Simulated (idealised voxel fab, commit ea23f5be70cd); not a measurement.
process module | voxel gate over fins
The width of the displayed cross-section, cut, is 295 nm; its cells are square, with a size of 5 nm.
Bands, listed from the top down, are how a cross-section gets written in this document; the cross-section itself is a grid of square cells, and a band is one or more rows of them.
Band entry format. Leading values: height of top, height of bottom, nm. Remainder: materials in left-to-right order, each with its width in nm. Special words: "edge to edge" on a single material, which then fills the band edge to edge; "air", empty space.
Heights are expressed relative to 0, this being the level below which the as-received wafer comprises one material exclusively. The lowest band is unbounded in the downward direction and is denoted as in "0 -> down".
Think of "30 to 40" as a width that walks from the first number to the second as you go down the band, top row to bottom row, taking equal-sized steps from row to row.
When a step is marked "left unchanged", none of the cells in the cross-section changed during that step.
Under "Sealed internal voids" you'll find the enclosed gaps, the ones with no way out to the top, that are 8 cells or bigger; each reads width x height at distance, with distance counted from the left edge, everything in nm.
Text after the settings on a step's line: the simulator's own remark on that step.
The "overlay nm" setting may appear on a step's line; for a step that uses a mask, it gives how far to the right of its planned position the mask lay, and a negative value indicates the left.

-- Below is the list of planned process steps
1. RECEIVE with material Si
2. CONFORMAL_DEP with material SiN, thk nm 5
3. MASKED_ETCH with tone cover, mask id FINS, width nm 15, pitch nm 40, etch materials SiN, depth nm 5, overlay nm 0
4. MASKED_ETCH with tone cover, mask id FINS, width nm 15, pitch nm 40, etch materials Si, depth nm 30, overlay nm 0
5. FILL_DEP with material SiO2, thk nm 5
6. CMP with height nm 5
7. SELECTIVE_ETCH with etch materials SiO2, depth nm 20
8. STRIP with etch materials SiN
9. CONFORMAL_DEP with material HfO2, thk nm 5
10. CONFORMAL_DEP with material TiN, thk nm 5
11. CONFORMAL_DEP with material TiAl, thk nm 5
12. CONFORMAL_DEP with material TiN, thk nm 5
13. FILL_DEP with material W, thk nm 15
14. CMP with height nm 30
15. CONFORMAL_DEP with material SiN, thk nm 5

-- The cross-section here shows the wafer as received, i.e. in its state after step 1
    0 -> down: Si edge to edge
    Sealed internal voids: none

-- Cross-section: first of two wafers, module finished, run according to plan
    35 -> 30: SiN edge to edge
    30 -> 20: W edge to edge
    20 -> 15: W 60, TiN 175, W 60
    15 -> 10: W 60, TiN 5, TiAl 165, TiN 5, W 60
    10 -> 5: W 60, TiN 5, TiAl 5, TiN 35, TiAl 5, TiN 35, TiAl 5, TiN 35, TiAl 5, TiN 35, TiAl 5, TiN 5, W 60
    5 -> 0: TiN 65, TiAl 5, TiN 5, HfO2 25, TiN 5, TiAl 5, TiN 5, HfO2 25, TiN 5, TiAl 5, TiN 5, HfO2 25, TiN 5, TiAl 5, TiN 5, HfO2 25, TiN 5, TiAl 5, TiN 65
    0 -> -5: TiAl 70, TiN 5, HfO2 5, Si 15, HfO2 5, TiN 5, TiAl 5, TiN 5, HfO2 5, Si 15, HfO2 5, TiN 5, TiAl 5, TiN 5, HfO2 5, Si 15, HfO2 5, TiN 5, TiAl 5, TiN 5, HfO2 5, Si 15, HfO2 5, TiN 5, TiAl 70
    -5 -> -10: TiN 75, HfO2 5, Si 15, HfO2 5, TiN 15, HfO2 5, Si 15, HfO2 5, TiN 15, HfO2 5, Si 15, HfO2 5, TiN 15, HfO2 5, Si 15, HfO2 5, TiN 75
    -10 -> -15: HfO2 80, Si 15, HfO2 25, Si 15, HfO2 25, Si 15, HfO2 25, Si 15, HfO2 80
    -15 -> -30: SiO2 80, Si 15, SiO2 25, Si 15, SiO2 25, Si 15, SiO2 25, Si 15, SiO2 80
    -30 -> down: Si edge to edge
    Sealed internal voids: none

-- Cross-sectional view: second of two wafers, end of module; start and plan identical to the first, one mistake in running
    35 -> 30: SiN edge to edge
    30 -> 25: W 50, TiN 195, W 50
    25 -> 20: W 50, TiN 5, TiAl 185, TiN 5, W 50
    20 -> 15: W 50, TiN 5, TiAl 5, TiN 175, TiAl 5, TiN 5, W 50
    15 -> 10: TiN 55, TiAl 5, TiN 5, HfO2 165, TiN 5, TiAl 5, TiN 55
    10 -> 5: TiAl 60, TiN 5, HfO2 165, TiN 5, TiAl 60
    5 -> 0: TiN 65, HfO2 165, TiN 65
    0 -> -15: HfO2 80, Si 15, HfO2 25, Si 15, HfO2 25, Si 15, HfO2 25, Si 15, HfO2 80
    -15 -> -30: SiO2 80, Si 15, SiO2 25, Si 15, SiO2 25, Si 15, SiO2 25, Si 15, SiO2 80
    -30 -> down: Si edge to edge
    Sealed internal voids: none
It is concluded that the wafer was processed incorrectly with respect to the plan, in that so step 9 ended up running with a different setting than we planned, it ran as CONFORMAL_DEP with material HfO2, thk nm 15
End check, counted in cells, second wafer has more or fewer of these materials than the first: +157 HfO2; -9 TiAl; -18 TiN; -130 W
